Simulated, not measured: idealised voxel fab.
The name of this process module is voxel ribs on slabs.
Cross-section cut: width 190 nm, square cells of 5 nm.
We lay out every cross-section as a grid of square cells and spell it out in bands from the top down, where one band means one or more rows of cells. The band entry comprises the height of the band's top followed by the height of its bottom, expressed in nm, and subsequently the band's materials from left to right, each stated together with its width in nm. Where a single material is marked with the word "throughout", that material fills the band from edge to edge. The word "empty" represents empty space. Where do heights start? At 0: under that level the wafer as delivered is made of one material only. And the lowest band has no floor; it just carries on downward, as in "top 0, no bottom". Width "30->40": first value at the band's top row of cells, second value at its bottom row, equal change from row to row. It should be understood that the words "no alteration", when stated for a given step, signify that the cross-section underwent no change in any of its cells during that step. The list in "Internal closed voids" covers empty spaces of 8 cells or more that cannot reach the top through any open way, and it gives each as width x height at distance; the distance is from the left edge, and width, height and distance are in nm. On a step's line, text after the settings is the simulator commenting on that step. overlay nm: on a step with a mask, how far right of its planned place the mask lay; negative means left.

# Below is the list of planned process steps
- 1: op RECEIVE | material Si
- 2: op DIRECTIONAL_DEP | material SiO2 | thk nm 20
- 3: op DIRECTIONAL_DEP | material SiN | thk nm 20
- 4: op DIRECTIONAL_DEP | material aC | thk nm 10
- 5: op PATTERN | tone cover | mask id RIB | material resist | width nm 15 | thk nm 25 | overlay nm 0
- 6: op DIRECTIONAL_ETCH | etch materials aC | depth nm 10
- 7: op STRIP | etch materials resist
- 8: op DIRECTIONAL_ETCH | etch materials SiN | depth nm 15
- 9: op STRIP | etch materials aC
- 10: op PATTERN | tone cover | mask id SLAB | material resist | width nm 65 | thk nm 20 | overlay nm 0
- 11: op DIRECTIONAL_ETCH | etch materials SiN | depth nm 5
- 12: op STRIP | etch materials resist
- 13: op FILL_DEP | material SiO2 | thk nm 20
- 14: op CMP | height nm 50
- 15: op DIRECTIONAL_DEP | material W | thk nm 10
- 16: op PATTERN | tone cover | mask id HEATER | material resist | width nm 25 | thk nm 15 | overlay nm 0
- 17: op DIRECTIONAL_ETCH | etch materials W | depth nm 10
- 18: op STRIP | etch materials resist
- 19: op CONFORMAL_DEP | material SiN | thk nm 5

# as received, after step 1
  top 0, no bottom  Si throughout
  Internal closed voids: none

# Wafer cross-section at module end: first of two, run to plan
  top 65, bottom 60  75 empty, 35 SiN, 80 empty
  top 60, bottom 55  75 empty, 5 SiN, 25 W, 5 SiN, 80 empty
  top 55, bottom 50  80 SiN, 25 W, 85 SiN
  top 50, bottom 40  SiO2 throughout
  top 40, bottom 25  85 SiO2, 15 SiN, 90 SiO2
  top 25, bottom 20  60 SiO2, 65 SiN, 65 SiO2
  top 20, bottom 0  SiO2 throughout
  top 0, no bottom  Si throughout
  Internal closed voids: none

# Cross-section at end of module for the second wafer of two, which matched the first in starting point and plan and differed by one mistake in its processing
  top 60, bottom 55  75 empty, 35 SiN, 80 empty
  top 55, bottom 50  75 empty, 5 SiN, 25 W, 5 SiN, 80 empty
  top 50, bottom 45  80 SiN, 25 W, 85 SiN
  top 45, bottom 40  SiO2 throughout
  top 40, bottom 25  85 SiO2, 15 SiN, 90 SiO2
  top 25, bottom 20  60 SiO2, 65 SiN, 65 SiO2
  top 20, bottom 0  SiO2 throughout
  top 0, no bottom  Si throughout
  Internal closed voids: none
What broke from the plan during processing? planned and actual differ for step 14; actual: op CMP | height nm 45
The second wafer ends with more or fewer cells of some materials than the first, per final count: -38 SiO2
